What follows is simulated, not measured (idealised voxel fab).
process module | voxel wiring stack
cross-section cut | 260 nm wide | cells 5 nm
A cross-section is a grid of square cells, given in bands from the top down. A band is one or more rows of cells.
Each band's line starts with the height of the band's top and of its bottom, in nm. Then come its materials from left to right, each with its width in nm. One material with "throughout" fills the band from edge to edge. "air" is empty space.
Height 0 is the level under which the wafer as received is all one material. The lowest band goes on downwards, as in "0 down".
A width such as "30 to 40" changes by the same amount from each row of cells to the next, from the band's top row to its bottom row.
"no change" after a step means that no cell of the cross-section changed.
closed voids: empty space of 8 cells or more with no open way to the top, each as width x height at its distance from the left edge, in nm
after a step's settings: what the simulator itself notes on the step
overlay nm, on a step with a mask: how far to the right of its planned place the mask lay; to the left if negative
plan
1 op RECEIVE | material Si
2 op CONFORMAL_DEP | material SiO2 | thk nm 10
3 op DIRECTIONAL_DEP | material TiN | thk nm 5
4 op DIRECTIONAL_DEP | material W | thk nm 25
5 op MASKED_ETCH | tone cover | mask id METAL_1 | width nm 25 | pitch nm 40 | etch materials W | depth nm 25 | overlay nm 0
6 op MASKED_ETCH | tone cover | mask id METAL_1 | width nm 25 | pitch nm 40 | etch materials TiN | depth nm 5 | overlay nm 0
7 op FILL_DEP | material lowk | thk nm 5
8 op CMP | height nm 40
9 op CONFORMAL_DEP | material SiCN | thk nm 5
10 op DIRECTIONAL_DEP | material SiO2 | thk nm 10
11 op PATTERN | tone open | mask id PLUG_1 | material resist | width nm 15 | pitch nm 40 | thk nm 15 | overlay nm 0
12 op DIRECTIONAL_ETCH | etch materials SiO2 | depth nm 10
13 op DIRECTIONAL_ETCH | etch materials SiCN | depth nm 5
14 op STRIP | etch materials resist
15 op CONFORMAL_DEP | material TiN | thk nm 5
16 op FILL_DEP | material Ru | thk nm 10
17 op CMP | height nm 55
18 op DIRECTIONAL_DEP | material TiN | thk nm 5
19 op DIRECTIONAL_DEP | material Ru | thk nm 25
20 op DIRECTIONAL_DEP | material aC | thk nm 15
21 op PATTERN | tone cover | mask id METAL_2 | material resist | width nm 25 | pitch nm 40 | thk nm 35 | overlay nm 0
22 op DIRECTIONAL_ETCH | etch materials aC | depth nm 15
23 op STRIP | etch materials resist
24 op DIRECTIONAL_ETCH | etch materials Ru | depth nm 25
25 op DIRECTIONAL_ETCH | etch materials TiN | depth nm 5
26 op STRIP | etch materials aC
27 op CONFORMAL_DEP | material SiCN | thk nm 5
28 op FILL_DEP | material SiO2 | thk nm 5
29 op CMP | height nm 85
30 op CONFORMAL_DEP | material SiCN | thk nm 5
31 op DIRECTIONAL_DEP | material lowk | thk nm 20
32 op PATTERN | tone open | mask id PLUG_2 | material resist | width nm 15 | pitch nm 80 | thk nm 20 | overlay nm 0
33 op DIRECTIONAL_ETCH | etch materials lowk | depth nm 20
34 op DIRECTIONAL_ETCH | etch materials SiCN | depth nm 5
35 op STRIP | etch materials resist
36 op CONFORMAL_DEP | material TiN | thk nm 5
37 op FILL_DEP | material Ru | thk nm 5
38 op CMP | height nm 110
39 op CONFORMAL_DEP | material SiN | thk nm 5
40 op DIRECTIONAL_DEP | material SiO2 | thk nm 15
41 op MASKED_ETCH | tone open | mask id METAL_3 | width nm 25 | pitch nm 40 | etch materials SiO2 | depth nm 15 | overlay nm 0
42 op MASKED_ETCH | tone open | mask id METAL_3 | width nm 25 | pitch nm 40 | etch materials SiN | depth nm 5 | overlay nm 0
43 op CONFORMAL_DEP | material TiN | thk nm 5
44 op FILL_DEP | material Cu | thk nm 5
45 op CMP | height nm 130
46 op CONFORMAL_DEP | material SiCN | thk nm 5
first wafer, as planned
as received, after step 1
  0 down: Si throughout
  closed voids: none
after step 2
  10 to 0: SiO2 throughout
  below 0: unchanged
after step 3
  15 to 10: TiN throughout
  below 10: unchanged
after step 4
  40 to 15: W throughout
  below 15: unchanged
after step 5
  40 to 15: air 55 | W 25 | air 15 | W 25 | air 15 | W 25 | air 15 | W 25 | air 60
  below 15: unchanged
after step 6
  40 to 15: air 55 | W 25 | air 15 | W 25 | air 15 | W 25 | air 15 | W 25 | air 60
  15 to 10: air 55 | TiN 25 | air 15 | TiN 25 | air 15 | TiN 25 | air 15 | TiN 25 | air 60
  below 10: unchanged
after step 7
  45 to 40: lowk throughout
  40 to 15: lowk 55 | W 25 | lowk 15 | W 25 | lowk 15 | W 25 | lowk 15 | W 25 | lowk 60
  15 to 10: lowk 55 | TiN 25 | lowk 15 | TiN 25 | lowk 15 | TiN 25 | lowk 15 | TiN 25 | lowk 60
  below 10: unchanged
after step 8
  40 to 15: lowk 55 | W 25 | lowk 15 | W 25 | lowk 15 | W 25 | lowk 15 | W 25 | lowk 60
  below 15: unchanged
after step 9
  45 to 40: SiCN throughout
  below 40: unchanged
after step 10
  55 to 45: SiO2 throughout
  below 45: unchanged
after step 11
  70 to 55: resist 55 | air 15 | resist 25 | air 15 | resist 25 | air 15 | resist 25 | air 15 | resist 70
  below 55: unchanged
after step 12
  70 to 55: resist 55 | air 15 | resist 25 | air 15 | resist 25 | air 15 | resist 25 | air 15 | resist 70
  55 to 45: SiO2 55 | air 15 | SiO2 25 | air 15 | SiO2 25 | air 15 | SiO2 25 | air 15 | SiO2 70
  below 45: unchanged
after step 13
  70 to 55: resist 55 | air 15 | resist 25 | air 15 | resist 25 | air 15 | resist 25 | air 15 | resist 70
  55 to 45: SiO2 55 | air 15 | SiO2 25 | air 15 | SiO2 25 | air 15 | SiO2 25 | air 15 | SiO2 70
  45 to 40: SiCN 55 | air 15 | SiCN 25 | air 15 | SiCN 25 | air 15 | SiCN 25 | air 15 | SiCN 70
  below 40: unchanged
after step 14
  55 to 45: SiO2 55 | air 15 | SiO2 25 | air 15 | SiO2 25 | air 15 | SiO2 25 | air 15 | SiO2 70
  below 45: unchanged
after step 15
  60 to 55: TiN 60 | air 5 | TiN 35 | air 5 | TiN 35 | air 5 | TiN 35 | air 5 | TiN 75
  55 to 45: SiO2 55 | TiN 5 | air 5 | TiN 5 | SiO2 25 | TiN 5 | air 5 | TiN 5 | SiO2 25 | TiN 5 | air 5 | TiN 5 | SiO2 25 | TiN 5 | air 5 | TiN 5 | SiO2 70
  45 to 40: SiCN 55 | TiN 15 | SiCN 25 | TiN 15 | SiCN 25 | TiN 15 | SiCN 25 | TiN 15 | SiCN 70
  below 40: unchanged
after step 16
  70 to 60: Ru throughout
  60 to 55: TiN 60 | Ru 5 | TiN 35 | Ru 5 | TiN 35 | Ru 5 | TiN 35 | Ru 5 | TiN 75
  55 to 45: SiO2 55 | TiN 5 | Ru 5 | TiN 5 | SiO2 25 | TiN 5 | Ru 5 | TiN 5 | SiO2 25 | TiN 5 | Ru 5 | TiN 5 | SiO2 25 | TiN 5 | Ru 5 | TiN 5 | SiO2 70
  below 45: unchanged
after step 17
  55 to 45: SiO2 55 | TiN 5 | Ru 5 | TiN 5 | SiO2 25 | TiN 5 | Ru 5 | TiN 5 | SiO2 25 | TiN 5 | Ru 5 | TiN 5 | SiO2 25 | TiN 5 | Ru 5 | TiN 5 | SiO2 70
  below 45: unchanged
after step 18
  60 to 55: TiN throughout
  below 55: unchanged
after step 19
  85 to 60: Ru throughout
  below 60: unchanged
after step 20
  100 to 85: aC throughout
  below 85: unchanged
after step 21
  135 to 100: air 55 | resist 25 | air 15 | resist 25 | air 15 | resist 25 | air 15 | resist 25 | air 60
  below 100: unchanged
after step 22
  120 to 100: air 55 | resist 25 | air 15 | resist 25 | air 15 | resist 25 | air 15 | resist 25 | air 60
  100 to 85: air 55 | aC 25 | air 15 | aC 25 | air 15 | aC 25 | air 15 | aC 25 | air 60
  below 85: unchanged
after step 23
  100 to 85: air 55 | aC 25 | air 15 | aC 25 | air 15 | aC 25 | air 15 | aC 25 | air 60
  below 85: unchanged
after step 24
  100 to 85: air 55 | aC 25 | air 15 | aC 25 | air 15 | aC 25 | air 15 | aC 25 | air 60
  85 to 60: air 55 | Ru 25 | air 15 | Ru 25 | air 15 | Ru 25 | air 15 | Ru 25 | air 60
  below 60: unchanged
after step 25
  100 to 85: air 55 | aC 25 | air 15 | aC 25 | air 15 | aC 25 | air 15 | aC 25 | air 60
  85 to 60: air 55 | Ru 25 | air 15 | Ru 25 | air 15 | Ru 25 | air 15 | Ru 25 | air 60
  60 to 55: air 55 | TiN 25 | air 15 | TiN 25 | air 15 | TiN 25 | air 15 | TiN 25 | air 60
  below 55: unchanged
after step 26
  85 to 60: air 55 | Ru 25 | air 15 | Ru 25 | air 15 | Ru 25 | air 15 | Ru 25 | air 60
  below 60: unchanged
after step 27
  90 to 85: air 50 | SiCN 35 | air 5 | SiCN 35 | air 5 | SiCN 35 | air 5 | SiCN 35 | air 55
  85 to 60: air 50 | SiCN 5 | Ru 25 | SiCN 5 | air 5 | SiCN 5 | Ru 25 | SiCN 5 | air 5 | SiCN 5 | Ru 25 | SiCN 5 | air 5 | SiCN 5 | Ru 25 | SiCN 5 | air 55
  60 to 55: SiCN 55 | TiN 25 | SiCN 15 | TiN 25 | SiCN 15 | TiN 25 | SiCN 15 | TiN 25 | SiCN 60
  below 55: unchanged
after step 28
  95 to 90: SiO2 throughout
  90 to 85: SiO2 50 | SiCN 35 | SiO2 5 | SiCN 35 | SiO2 5 | SiCN 35 | SiO2 5 | SiCN 35 | SiO2 55
  85 to 60: SiO2 50 | SiCN 5 | Ru 25 | SiCN 5 | SiO2 5 | SiCN 5 | Ru 25 | SiCN 5 | SiO2 5 | SiCN 5 | Ru 25 | SiCN 5 | SiO2 5 | SiCN 5 | Ru 25 | SiCN 5 | SiO2 55
  below 60: unchanged
after step 29
  85 to 60: SiO2 50 | SiCN 5 | Ru 25 | SiCN 5 | SiO2 5 | SiCN 5 | Ru 25 | SiCN 5 | SiO2 5 | SiCN 5 | Ru 25 | SiCN 5 | SiO2 5 | SiCN 5 | Ru 25 | SiCN 5 | SiO2 55
  below 60: unchanged
after step 30
  90 to 85: SiCN throughout
  below 85: unchanged
after step 31
  110 to 90: lowk throughout
  below 90: unchanged
after step 32
  130 to 110: resist 55 | air 15 | resist 65 | air 15 | resist 110
  below 110: unchanged
after step 33
  130 to 110: resist 55 | air 15 | resist 65 | air 15 | resist 110
  110 to 90: lowk 55 | air 15 | lowk 65 | air 15 | lowk 110
  below 90: unchanged
after step 34
  130 to 110: resist 55 | air 15 | resist 65 | air 15 | resist 110
  110 to 90: lowk 55 | air 15 | lowk 65 | air 15 | lowk 110
  90 to 85: SiCN 55 | air 15 | SiCN 65 | air 15 | SiCN 110
  below 85: unchanged
after step 35
  110 to 90: lowk 55 | air 15 | lowk 65 | air 15 | lowk 110
  below 90: unchanged
after step 36
  115 to 110: TiN 60 | air 5 | TiN 75 | air 5 | TiN 115
  110 to 90: lowk 55 | TiN 5 | air 5 | TiN 5 | lowk 65 | TiN 5 | air 5 | TiN 5 | lowk 110
  90 to 85: SiCN 55 | TiN 15 | SiCN 65 | TiN 15 | SiCN 110
  below 85: unchanged
after step 37
  120 to 115: Ru throughout
  115 to 110: TiN 60 | Ru 5 | TiN 75 | Ru 5 | TiN 115
  110 to 90: lowk 55 | TiN 5 | Ru 5 | TiN 5 | lowk 65 | TiN 5 | Ru 5 | TiN 5 | lowk 110
  below 90: unchanged
after step 38
  110 to 90: lowk 55 | TiN 5 | Ru 5 | TiN 5 | lowk 65 | TiN 5 | Ru 5 | TiN 5 | lowk 110
  below 90: unchanged
after step 39
  115 to 110: SiN throughout
  below 110: unchanged
after step 40
  130 to 115: SiO2 throughout
  below 115: unchanged
after step 41
  130 to 115: SiO2 55 | air 25 | SiO2 15 | air 25 | SiO2 15 | air 25 | SiO2 15 | air 25 | SiO2 60
  below 115: unchanged
after step 42
  130 to 115: SiO2 55 | air 25 | SiO2 15 | air 25 | SiO2 15 | air 25 | SiO2 15 | air 25 | SiO2 60
  115 to 110: SiN 55 | air 25 | SiN 15 | air 25 | SiN 15 | air 25 | SiN 15 | air 25 | SiN 60
  below 110: unchanged
after step 43
  135 to 130: TiN 60 | air 15 | TiN 25 | air 15 | TiN 25 | air 15 | TiN 25 | air 15 | TiN 65
  130 to 115: SiO2 55 | TiN 5 | air 15 | TiN 5 | SiO2 15 | TiN 5 | air 15 | TiN 5 | SiO2 15 | TiN 5 | air 15 | TiN 5 | SiO2 15 | TiN 5 | air 15 | TiN 5 | SiO2 60
  115 to 110: SiN 55 | TiN 25 | SiN 15 | TiN 25 | SiN 15 | TiN 25 | SiN 15 | TiN 25 | SiN 60
  below 110: unchanged
after step 44
  140 to 135: Cu throughout
  135 to 130: TiN 60 | Cu 15 | TiN 25 | Cu 15 | TiN 25 | Cu 15 | TiN 25 | Cu 15 | TiN 65
  130 to 115: SiO2 55 | TiN 5 | Cu 15 | TiN 5 | SiO2 15 | TiN 5 | Cu 15 | TiN 5 | SiO2 15 | TiN 5 | Cu 15 | TiN 5 | SiO2 15 | TiN 5 | Cu 15 | TiN 5 | SiO2 60
  below 115: unchanged
after step 45
  130 to 115: SiO2 55 | TiN 5 | Cu 15 | TiN 5 | SiO2 15 | TiN 5 | Cu 15 | TiN 5 | SiO2 15 | TiN 5 | Cu 15 | TiN 5 | SiO2 15 | TiN 5 | Cu 15 | TiN 5 | SiO2 60
  below 115: unchanged
after step 46
  135 to 130: SiCN throughout
  below 130: unchanged
second wafer: like start, like plan, one mistake. Through step 6 it matches the first wafer
when step 7 should have ended
  50 to 40: lowk throughout
  40 to 15: lowk 55 | W 25 | lowk 15 | W 25 | lowk 15 | W 25 | lowk 15 | W 25 | lowk 60
  15 to 10: lowk 55 | TiN 25 | lowk 15 | TiN 25 | lowk 15 | TiN 25 | lowk 15 | TiN 25 | lowk 60
  below 10: unchanged
when step 8 should have ended
  40 to 15: lowk 55 | W 25 | lowk 15 | W 25 | lowk 15 | W 25 | lowk 15 | W 25 | lowk 60
  below 15: unchanged
when step 9 should have ended
  45 to 40: SiCN throughout
  below 40: unchanged
when step 10 should have ended
  55 to 45: SiO2 throughout
  below 45: unchanged
when step 11 should have ended
  70 to 55: resist 55 | air 15 | resist 25 | air 15 | resist 25 | air 15 | resist 25 | air 15 | resist 70
  below 55: unchanged
when step 12 should have ended
  70 to 55: resist 55 | air 15 | resist 25 | air 15 | resist 25 | air 15 | resist 25 | air 15 | resist 70
  55 to 45: SiO2 55 | air 15 | SiO2 25 | air 15 | SiO2 25 | air 15 | SiO2 25 | air 15 | SiO2 70
  below 45: unchanged
when step 13 should have ended
  70 to 55: resist 55 | air 15 | resist 25 | air 15 | resist 25 | air 15 | resist 25 | air 15 | resist 70
  55 to 45: SiO2 55 | air 15 | SiO2 25 | air 15 | SiO2 25 | air 15 | SiO2 25 | air 15 | SiO2 70
  45 to 40: SiCN 55 | air 15 | SiCN 25 | air 15 | SiCN 25 | air 15 | SiCN 25 | air 15 | SiCN 70
  below 40: unchanged
when step 14 should have ended
  55 to 45: SiO2 55 | air 15 | SiO2 25 | air 15 | SiO2 25 | air 15 | SiO2 25 | air 15 | SiO2 70
  below 45: unchanged
when step 15 should have ended
  60 to 55: TiN 60 | air 5 | TiN 35 | air 5 | TiN 35 | air 5 | TiN 35 | air 5 | TiN 75
  55 to 45: SiO2 55 | TiN 5 | air 5 | TiN 5 | SiO2 25 | TiN 5 | air 5 | TiN 5 | SiO2 25 | TiN 5 | air 5 | TiN 5 | SiO2 25 | TiN 5 | air 5 | TiN 5 | SiO2 70
  45 to 40: SiCN 55 | TiN 15 | SiCN 25 | TiN 15 | SiCN 25 | TiN 15 | SiCN 25 | TiN 15 | SiCN 70
  below 40: unchanged
when step 16 should have ended
  70 to 60: Ru throughout
  60 to 55: TiN 60 | Ru 5 | TiN 35 | Ru 5 | TiN 35 | Ru 5 | TiN 35 | Ru 5 | TiN 75
  55 to 45: SiO2 55 | TiN 5 | Ru 5 | TiN 5 | SiO2 25 | TiN 5 | Ru 5 | TiN 5 | SiO2 25 | TiN 5 | Ru 5 | TiN 5 | SiO2 25 | TiN 5 | Ru 5 | TiN 5 | SiO2 70
  below 45: unchanged
when step 17 should have ended
  55 to 45: SiO2 55 | TiN 5 | Ru 5 | TiN 5 | SiO2 25 | TiN 5 | Ru 5 | TiN 5 | SiO2 25 | TiN 5 | Ru 5 | TiN 5 | SiO2 25 | TiN 5 | Ru 5 | TiN 5 | SiO2 70
  below 45: unchanged
when step 18 should have ended
  60 to 55: TiN throughout
  below 55: unchanged
when step 19 should have ended
  85 to 60: Ru throughout
  below 60: unchanged
when step 20 should have ended
  100 to 85: aC throughout
  below 85: unchanged
when step 21 should have ended
  135 to 100: air 55 | resist 25 | air 15 | resist 25 | air 15 | resist 25 | air 15 | resist 25 | air 60
  below 100: unchanged
when step 22 should have ended
  120 to 100: air 55 | resist 25 | air 15 | resist 25 | air 15 | resist 25 | air 15 | resist 25 | air 60
  100 to 85: air 55 | aC 25 | air 15 | aC 25 | air 15 | aC 25 | air 15 | aC 25 | air 60
  below 85: unchanged
when step 23 should have ended
  100 to 85: air 55 | aC 25 | air 15 | aC 25 | air 15 | aC 25 | air 15 | aC 25 | air 60
  below 85: unchanged
when step 24 should have ended
  100 to 85: air 55 | aC 25 | air 15 | aC 25 | air 15 | aC 25 | air 15 | aC 25 | air 60
  85 to 60: air 55 | Ru 25 | air 15 | Ru 25 | air 15 | Ru 25 | air 15 | Ru 25 | air 60
  below 60: unchanged
when step 25 should have ended
  100 to 85: air 55 | aC 25 | air 15 | aC 25 | air 15 | aC 25 | air 15 | aC 25 | air 60
  85 to 60: air 55 | Ru 25 | air 15 | Ru 25 | air 15 | Ru 25 | air 15 | Ru 25 | air 60
  60 to 55: air 55 | TiN 25 | air 15 | TiN 25 | air 15 | TiN 25 | air 15 | TiN 25 | air 60
  below 55: unchanged
when step 26 should have ended
  85 to 60: air 55 | Ru 25 | air 15 | Ru 25 | air 15 | Ru 25 | air 15 | Ru 25 | air 60
  below 60: unchanged
when step 27 should have ended
  90 to 85: air 50 | SiCN 35 | air 5 | SiCN 35 | air 5 | SiCN 35 | air 5 | SiCN 35 | air 55
  85 to 60: air 50 | SiCN 5 | Ru 25 | SiCN 5 | air 5 | SiCN 5 | Ru 25 | SiCN 5 | air 5 | SiCN 5 | Ru 25 | SiCN 5 | air 5 | SiCN 5 | Ru 25 | SiCN 5 | air 55
  60 to 55: SiCN 55 | TiN 25 | SiCN 15 | TiN 25 | SiCN 15 | TiN 25 | SiCN 15 | TiN 25 | SiCN 60
  below 55: unchanged
when step 28 should have ended
  95 to 90: SiO2 throughout
  90 to 85: SiO2 50 | SiCN 35 | SiO2 5 | SiCN 35 | SiO2 5 | SiCN 35 | SiO2 5 | SiCN 35 | SiO2 55
  85 to 60: SiO2 50 | SiCN 5 | Ru 25 | SiCN 5 | SiO2 5 | SiCN 5 | Ru 25 | SiCN 5 | SiO2 5 | SiCN 5 | Ru 25 | SiCN 5 | SiO2 5 | SiCN 5 | Ru 25 | SiCN 5 | SiO2 55
  below 60: unchanged
when step 29 should have ended
  85 to 60: SiO2 50 | SiCN 5 | Ru 25 | SiCN 5 | SiO2 5 | SiCN 5 | Ru 25 | SiCN 5 | SiO2 5 | SiCN 5 | Ru 25 | SiCN 5 | SiO2 5 | SiCN 5 | Ru 25 | SiCN 5 | SiO2 55
  below 60: unchanged
when step 30 should have ended
  90 to 85: SiCN throughout
  below 85: unchanged
when step 31 should have ended
  110 to 90: lowk throughout
  below 90: unchanged
when step 32 should have ended
  130 to 110: resist 55 | air 15 | resist 65 | air 15 | resist 110
  below 110: unchanged
when step 33 should have ended
  130 to 110: resist 55 | air 15 | resist 65 | air 15 | resist 110
  110 to 90: lowk 55 | air 15 | lowk 65 | air 15 | lowk 110
  below 90: unchanged
when step 34 should have ended
  130 to 110: resist 55 | air 15 | resist 65 | air 15 | resist 110
  110 to 90: lowk 55 | air 15 | lowk 65 | air 15 | lowk 110
  90 to 85: SiCN 55 | air 15 | SiCN 65 | air 15 | SiCN 110
  below 85: unchanged
when step 35 should have ended
  110 to 90: lowk 55 | air 15 | lowk 65 | air 15 | lowk 110
  below 90: unchanged
when step 36 should have ended
  115 to 110: TiN 60 | air 5 | TiN 75 | air 5 | TiN 115
  110 to 90: lowk 55 | TiN 5 | air 5 | TiN 5 | lowk 65 | TiN 5 | air 5 | TiN 5 | lowk 110
  90 to 85: SiCN 55 | TiN 15 | SiCN 65 | TiN 15 | SiCN 110
  below 85: unchanged
when step 37 should have ended
  120 to 115: Ru throughout
  115 to 110: TiN 60 | Ru 5 | TiN 75 | Ru 5 | TiN 115
  110 to 90: lowk 55 | TiN 5 | Ru 5 | TiN 5 | lowk 65 | TiN 5 | Ru 5 | TiN 5 | lowk 110
  below 90: unchanged
when step 38 should have ended
  110 to 90: lowk 55 | TiN 5 | Ru 5 | TiN 5 | lowk 65 | TiN 5 | Ru 5 | TiN 5 | lowk 110
  below 90: unchanged
when step 39 should have ended
  115 to 110: SiN throughout
  below 110: unchanged
when step 40 should have ended
  130 to 115: SiO2 throughout
  below 115: unchanged
when step 41 should have ended
  130 to 115: SiO2 55 | air 25 | SiO2 15 | air 25 | SiO2 15 | air 25 | SiO2 15 | air 25 | SiO2 60
  below 115: unchanged
when step 42 should have ended
  130 to 115: SiO2 55 | air 25 | SiO2 15 | air 25 | SiO2 15 | air 25 | SiO2 15 | air 25 | SiO2 60
  115 to 110: SiN 55 | air 25 | SiN 15 | air 25 | SiN 15 | air 25 | SiN 15 | air 25 | SiN 60
  below 110: unchanged
when step 43 should have ended
  135 to 130: TiN 60 | air 15 | TiN 25 | air 15 | TiN 25 | air 15 | TiN 25 | air 15 | TiN 65
  130 to 115: SiO2 55 | TiN 5 | air 15 | TiN 5 | SiO2 15 | TiN 5 | air 15 | TiN 5 | SiO2 15 | TiN 5 | air 15 | TiN 5 | SiO2 15 | TiN 5 | air 15 | TiN 5 | SiO2 60
  115 to 110: SiN 55 | TiN 25 | SiN 15 | TiN 25 | SiN 15 | TiN 25 | SiN 15 | TiN 25 | SiN 60
  below 110: unchanged
when step 44 should have ended
  140 to 135: Cu throughout
  135 to 130: TiN 60 | Cu 15 | TiN 25 | Cu 15 | TiN 25 | Cu 15 | TiN 25 | Cu 15 | TiN 65
  130 to 115: SiO2 55 | TiN 5 | Cu 15 | TiN 5 | SiO2 15 | TiN 5 | Cu 15 | TiN 5 | SiO2 15 | TiN 5 | Cu 15 | TiN 5 | SiO2 15 | TiN 5 | Cu 15 | TiN 5 | SiO2 60
  below 115: unchanged
when step 45 should have ended
  130 to 115: SiO2 55 | TiN 5 | Cu 15 | TiN 5 | SiO2 15 | TiN 5 | Cu 15 | TiN 5 | SiO2 15 | TiN 5 | Cu 15 | TiN 5 | SiO2 15 | TiN 5 | Cu 15 | TiN 5 | SiO2 60
  below 115: unchanged
when step 46 should have ended
  135 to 130: SiCN throughout
  below 130: unchanged
what went wrong: step 7 was run twice
at the end the two cross-sections are the same: no effect in what this model computes
